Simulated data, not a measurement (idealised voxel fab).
Documented hereafter: the process module known as voxel wiring stack.
Square cells of 5 nm make up the cross-section cut, whose width is 205 nm.
Think of the cross-section as a grid of square cells. We describe it in bands, top to bottom, and each band covers one or more rows of those cells. A band entry consists of two parts. The first gives the height of the band's top and the height of its bottom, in nm. The rest lists the band's materials from left to right, each with its width in nm. A single material labelled with the word "full width" fills the band from edge to edge, and the word "empty" marks empty space. Beneath 0, the wafer as received is one material, and that level is where height counting begins. The lowest band goes on downward without a bottom; it is written like "0..down". Per-row width for "30->40": begins at first number (top row of band), ends at second number (bottom row), increment between rows held constant. Take "no modification" at face value: in the step it is given for, the cross-section changed in none of its cells. In "Trapped cavities" the enclosed voids are listed, meaning empty spaces of 8 cells or larger without any opening to the top. The form is width x height at distance, distance from the left edge, units nm. Step line, after settings: the simulator's comment on this step. The optional step-line setting "overlay nm" applies to steps with a mask and quantifies how far to the right of its planned location the mask lay, a negative value indicating leftward placement.
plan:
1: RECEIVE,material Si
2: CONFORMAL_DEP,material SiO2,thk nm 15
3: CONFORMAL_DEP,material SiCN,thk nm 5
4: DIRECTIONAL_DEP,material SiO2,thk nm 25
5: PATTERN,tone open,mask id METAL_1,material resist,width nm 30,pitch nm 45,thk nm 15,overlay nm 0
6: DIRECTIONAL_ETCH,etch materials SiO2,depth nm 25
7: DIRECTIONAL_ETCH,etch materials SiCN,depth nm 5
8: STRIP,etch materials resist
9: CONFORMAL_DEP,material TiN,thk nm 5
10: FILL_DEP,material Ru,thk nm 10
11: CMP,height nm 45
12: CONFORMAL_DEP,material SiCN,thk nm 5
13: DIRECTIONAL_DEP,material lowk,thk nm 15
14: DIRECTIONAL_DEP,material aC,thk nm 10
15: PATTERN,tone open,mask id PLUG_1,material resist,width nm 15,pitch nm 45,thk nm 25,overlay nm 0
16: DIRECTIONAL_ETCH,etch materials aC,depth nm 10
17: STRIP,etch materials resist
18: DIRECTIONAL_ETCH,etch materials lowk,depth nm 15
19: DIRECTIONAL_ETCH,etch materials SiCN,depth nm 5
20: STRIP,etch materials aC
21: EPI,material Ru,thk nm 10
22: EPI,material Ru,thk nm 10
23: DIRECTIONAL_DEP,material TiN,thk nm 5
24: DIRECTIONAL_DEP,material W,thk nm 15
25: DIRECTIONAL_DEP,material aC,thk nm 15
26: PATTERN,tone cover,mask id METAL_2,material resist,width nm 30,pitch nm 45,thk nm 30,overlay nm 0
27: DIRECTIONAL_ETCH,etch materials aC,depth nm 15
28: STRIP,etch materials resist
29: DIRECTIONAL_ETCH,etch materials W,depth nm 15
30: DIRECTIONAL_ETCH,etch materials TiN,depth nm 5
31: STRIP,etch materials aC
32: FILL_DEP,material SiO2,thk nm 5
33: CMP,height nm 85
34: CONFORMAL_DEP,material SiCN,thk nm 5
35: DIRECTIONAL_DEP,material lowk,thk nm 30
36: PATTERN,tone open,mask id METAL_3,material resist,width nm 30,pitch nm 45,thk nm 15,overlay nm 0
37: DIRECTIONAL_ETCH,etch materials lowk,depth nm 15
38: STRIP,etch materials resist
39: MASKED_ETCH,tone open,mask id METAL_3_HOLES,width nm 15,etch materials lowk,depth nm 15,overlay nm 0
40: MASKED_ETCH,tone open,mask id METAL_3_HOLES,width nm 15,etch materials SiCN,depth nm 5,overlay nm 0
41: CONFORMAL_DEP,material TiN,thk nm 5
42: FILL_DEP,material Cu,thk nm 10
43: CMP,height nm 120
44: CONFORMAL_DEP,material SiCN,thk nm 5
45: DIRECTIONAL_DEP,material lowk,thk nm 30
46: DIRECTIONAL_DEP,material aC,thk nm 10
47: PATTERN,tone open,mask id METAL_4,material resist,width nm 30,pitch nm 45,thk nm 30,overlay nm 0
48: DIRECTIONAL_ETCH,etch materials aC,depth nm 10
49: STRIP,etch materials resist
50: DIRECTIONAL_ETCH,etch materials lowk,depth nm 15
51: STRIP,etch materials aC
52: DIRECTIONAL_DEP,material aC,thk nm 10
53: PATTERN,tone open,mask id METAL_4_HOLES,material resist,width nm 15,thk nm 30,overlay nm 0
54: DIRECTIONAL_ETCH,etch materials aC,depth nm 10
55: STRIP,etch materials resist
56: DIRECTIONAL_ETCH,etch materials lowk,depth nm 15
57: DIRECTIONAL_ETCH,etch materials SiCN,depth nm 5
58: STRIP,etch materials aC
59: CONFORMAL_DEP,material TiN,thk nm 5
60: FILL_DEP,material Cu,thk nm 10
61: CMP,height nm 155
62: CONFORMAL_DEP,material SiCN,thk nm 5
Incoming wafer, cross-sectional view, post step 1:
    0..down  Si full width
    Trapped cavities: none
The plan above was carried out on the starting structure above with one mistake, and this cross-section shows the wafer at the end of the module:
    160..155  SiCN full width
    155..145  lowk: 65 | TiN: 5 | Cu: 20 | TiN: 5 | lowk: 15 | TiN: 5 | Cu: 20 | TiN: 5 | lowk: 65
    145..140  lowk: 65 | TiN: 5 | Cu: 5 | TiN: 20 | lowk: 15 | TiN: 30 | lowk: 65
    140..125  lowk: 65 | TiN: 5 | Cu: 5 | TiN: 5 | lowk: 125
    125..120  SiCN: 65 | TiN: 15 | SiCN: 125
    120..110  lowk: 65 | TiN: 5 | Cu: 20 | TiN: 5 | lowk: 15 | TiN: 5 | Cu: 20 | TiN: 5 | lowk: 65
    110..105  lowk: 65 | TiN: 5 | Cu: 5 | TiN: 20 | lowk: 15 | TiN: 30 | lowk: 65
    105..90  lowk: 65 | TiN: 5 | Cu: 5 | TiN: 5 | lowk: 125
    90..85  SiCN: 65 | TiN: 15 | SiCN: 125
    85..70  SiO2: 65 | W: 30 | SiO2: 15 | W: 30 | SiO2: 65
    70..65  SiO2: 65 | TiN: 30 | SiO2: 15 | TiN: 30 | SiO2: 65
    65..50  lowk: 65 | Ru: 15 | lowk: 30 | Ru: 15 | lowk: 80
    50..45  SiCN: 65 | Ru: 15 | SiCN: 30 | Ru: 15 | SiCN: 80
    45..40  TiN: 70 | Ru: 20 | TiN: 25 | Ru: 20 | TiN: 70
    40..20  SiO2: 65 | TiN: 5 | Ru: 20 | TiN: 5 | SiO2: 15 | TiN: 5 | Ru: 20 | TiN: 5 | SiO2: 65
    20..15  SiO2: 65 | TiN: 30 | SiO2: 15 | TiN: 30 | SiO2: 65
    15..0  SiO2 full width
    0..down  Si full width
    Trapped cavities: none
What was the processing mistake? not run: step 3 of the plan (skipped)
